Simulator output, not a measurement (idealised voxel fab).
This is a process module. Its name is voxel gate over fins.
Shown is cross-section cut, with a width of 170 nm and square cells of size 5 nm.
Reading order for cross-sections: top band down to bottom band. Underlying form: a grid of square cells. Band size: one or more rows of cells. Within each band entry, the heights of the top and of the bottom of the band appear first, in that order and in nm; the materials of the band then follow from left to right, each with its corresponding width in nm. The designation "full width" on a single material indicates that it fills the band from edge to edge; the designation "empty" indicates empty space. Heights from 0 (as-received wafer is one material below). Bottom band endless downward, as "0 and below". The expression "30..40" gives the width at the extremes of the band, the first number at its top row of cells and the second at its bottom row, with the width changing by equal amounts from each row to the next in between. "identical to before" after a step means that no cell of the cross-section changed. Heads up: "Closed void register" only lists the empty pockets with no open path to the top that are 8 cells or more, and it writes them as width x height at distance, distance from the left edge, in nm. If you see something after the settings on a step's line, that's the simulator's own remark about that step. "overlay nm", when on a step's line for a step with a mask, measures how far to the right of its planned place the mask lay; a negative measure means to the left.

HERE'S WHAT THE PLANNED PROCESS STEPS LOOK LIKE
1) RECEIVE | material Si
2) CONFORMAL_DEP | material SiN | thk nm 5
3) DIRECTIONAL_DEP | material aC | thk nm 15
4) PATTERN | tone cover | mask id FINS | material resist | width nm 15 | pitch nm 45 | thk nm 35 | overlay nm 0
5) DIRECTIONAL_ETCH | etch materials aC | depth nm 15
6) STRIP | etch materials resist
7) DIRECTIONAL_ETCH | etch materials SiN | depth nm 5
8) DIRECTIONAL_ETCH | etch materials Si | depth nm 40
9) STRIP | etch materials aC
10) OXIDIZE | depth nm 5
11) FILL_DEP | material SiO2 | thk nm 5
12) CMP | height nm 5
13) SELECTIVE_ETCH | etch materials SiO2 | depth nm 15
14) STRIP | etch materials SiN
15) CONFORMAL_DEP | material HfO2 | thk nm 5
16) CONFORMAL_DEP | material TiN | thk nm 5
17) FILL_DEP | material W | thk nm 15
18) CMP | height nm 20
19) CONFORMAL_DEP | material SiCN | thk nm 10
The plan's step 2 thk nm is the first wafer's value; the wafers differ in this setting and start identical.

FIRST OF SEVERAL WAFERS (AS RECEIVED, POST STEP 1), CROSS-SECTIONAL VIEW
    0 and below: Si full width
    Closed void register: none

FOR YOUR REFERENCE, THE TABLE IS ORGANIZED WITH A ROW PER WAFER; EACH ROW REFLECTS THE WAFER AT THE END OF THE MODULE, INDICATING FOR EACH MATERIAL THE CELLS GAINED (+) OR LOST (-) SINCE RECEIPT, AND THEREAFTER ITS CLOSED VOIDS
thk nm 5, +46 HfO2, -279 Si, +68 SiCN, +217 SiO2, +46 TiN, +106 W, Closed void register: none
thk nm 10, +34 HfO2, +68 SiCN, +34 TiN, +68 W, Closed void register: none
thk nm 15, +34 HfO2, +68 SiCN, +34 TiN, +68 W, Closed void register: none
thk nm 20, +34 HfO2, +68 SiCN, +34 TiN, +68 W, Closed void register: none
